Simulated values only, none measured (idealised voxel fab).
This is a process module. Its name is voxel gate over fins.
180 nm wide, 5 nm square cells: that's cross-section cut.
Each cross-section below is a grid of square cells, stated as bands in top-down order, with one or more rows of cells making up each band. Look at the band entry: it leads with the top's height and the bottom's height in nm. Then it lists the materials left to right, with a width in nm for each. The word "everywhere" on a single material says that material fills the band edge to edge. The word "empty" is empty space. Counting heights begins at 0, where everything beneath is, in the wafer as received, one material. The lowest band has no bottom; it goes on downwards, as "top 0, no bottom" shows. Width: "30->40" (first number = top row, second number = bottom row, same change from row to row of cells). Any step labelled "remained unchanged" changed none of the cells in the cross-section. What "Enclosed void catalog" gives you is every empty space of 8 cells or more that is cut off from the top. Each appears as width x height at distance, with the distance taken from the left edge and width, height and distance all in nm. It should be noted that, on the line of a given step, the content following the step's settings is a remark produced by the simulator itself with respect to that step. overlay nm: how far to the right of its planned place the mask lay on this masked step (negative: to the left).

-- Listed below are the process steps as planned
1) RECEIVE | material Si
2) CONFORMAL_DEP | material SiN | thk nm 10
3) PATTERN | tone cover | mask id FINS | material resist | width nm 15 | pitch nm 35 | thk nm 20 | overlay nm 0
4) DIRECTIONAL_ETCH | etch materials SiN | depth nm 10
5) DIRECTIONAL_ETCH | etch materials Si | depth nm 35
6) STRIP | etch materials resist
7) OXIDIZE | depth nm 5
8) FILL_DEP | material SiO2 | thk nm 5
9) CMP | height nm 10
10) SELECTIVE_ETCH | etch materials SiO2 | depth nm 25
11) STRIP | etch materials SiN
12) CONFORMAL_DEP | material HfO2 | thk nm 5
13) CONFORMAL_DEP | material TiN | thk nm 5
14) FILL_DEP | material W | thk nm 10
15) CMP | height nm 15
16) CONFORMAL_DEP | material SiN | thk nm 5

-- Wafer cross-section on receipt, i.e. after step 1
    top 0, no bottom | Si everywhere
    Enclosed void catalog: none

-- Sectioned view, first of two wafers, at the close of the module, processed as intended in the plan
    top 20, bottom 15 | SiN everywhere
    top 15, bottom 10 | W everywhere
    top 10, bottom 5 | W=25; TiN=25; W=10; TiN=25; W=10; TiN=25; W=10; TiN=25; W=25
    top 5, bottom 0 | W=25; TiN=5; HfO2=15; TiN=5; W=10; TiN=5; HfO2=15; TiN=5; W=10; TiN=5; HfO2=15; TiN=5; W=10; TiN=5; HfO2=15; TiN=5; W=25
    top 0, bottom -5 | W=25; TiN=5; HfO2=5; Si=5; HfO2=5; TiN=5; W=10; TiN=5; HfO2=5; Si=5; HfO2=5; TiN=5; W=10; TiN=5; HfO2=5; Si=5; HfO2=5; TiN=5; W=10; TiN=5; HfO2=5; Si=5; HfO2=5; TiN=5; W=25
    top -5, bottom -10 | TiN=30; HfO2=5; Si=5; HfO2=5; TiN=20; HfO2=5; Si=5; HfO2=5; TiN=20; HfO2=5; Si=5; HfO2=5; TiN=20; HfO2=5; Si=5; HfO2=5; TiN=30
    top -10, bottom -15 | HfO2=35; Si=5; HfO2=30; Si=5; HfO2=30; Si=5; HfO2=30; Si=5; HfO2=35
    top -15, bottom -40 | SiO2=35; Si=5; SiO2=30; Si=5; SiO2=30; Si=5; SiO2=30; Si=5; SiO2=35
    top -40, no bottom | Si everywhere
    Enclosed void catalog: none

-- Here is the second of the two wafers cut open at the end of the module - same start, same plan as the first one, but we made one mistake running it
    top 20, bottom 15 | SiN everywhere
    top 15, bottom 10 | W everywhere
    top 10, bottom 5 | W=25; SiN=25; W=10; SiN=25; W=10; SiN=25; W=10; SiN=25; W=25
    top 5, bottom 0 | W=25; SiN=5; HfO2=15; SiN=5; W=10; SiN=5; HfO2=15; SiN=5; W=10; SiN=5; HfO2=15; SiN=5; W=10; SiN=5; HfO2=15; SiN=5; W=25
    top 0, bottom -5 | W=25; SiN=5; HfO2=5; Si=5; HfO2=5; SiN=5; W=10; SiN=5; HfO2=5; Si=5; HfO2=5; SiN=5; W=10; SiN=5; HfO2=5; Si=5; HfO2=5; SiN=5; W=10; SiN=5; HfO2=5; Si=5; HfO2=5; SiN=5; W=25
    top -5, bottom -10 | SiN=30; HfO2=5; Si=5; HfO2=5; SiN=20; HfO2=5; Si=5; HfO2=5; SiN=20; HfO2=5; Si=5; HfO2=5; SiN=20; HfO2=5; Si=5; HfO2=5; SiN=30
    top -10, bottom -15 | HfO2=35; Si=5; HfO2=30; Si=5; HfO2=30; Si=5; HfO2=30; Si=5; HfO2=35
    top -15, bottom -40 | SiO2=35; Si=5; SiO2=30; Si=5; SiO2=30; Si=5; SiO2=30; Si=5; SiO2=35
    top -40, no bottom | Si everywhere
    Enclosed void catalog: none
Misprocessing identified: step 13 did not use the planned setting and instead ran as CONFORMAL_DEP | material SiN | thk nm 5
Final comparison by cell count, materials where the second wafer has more or fewer than the first: 60 more of SiN | 60 fewer of TiN
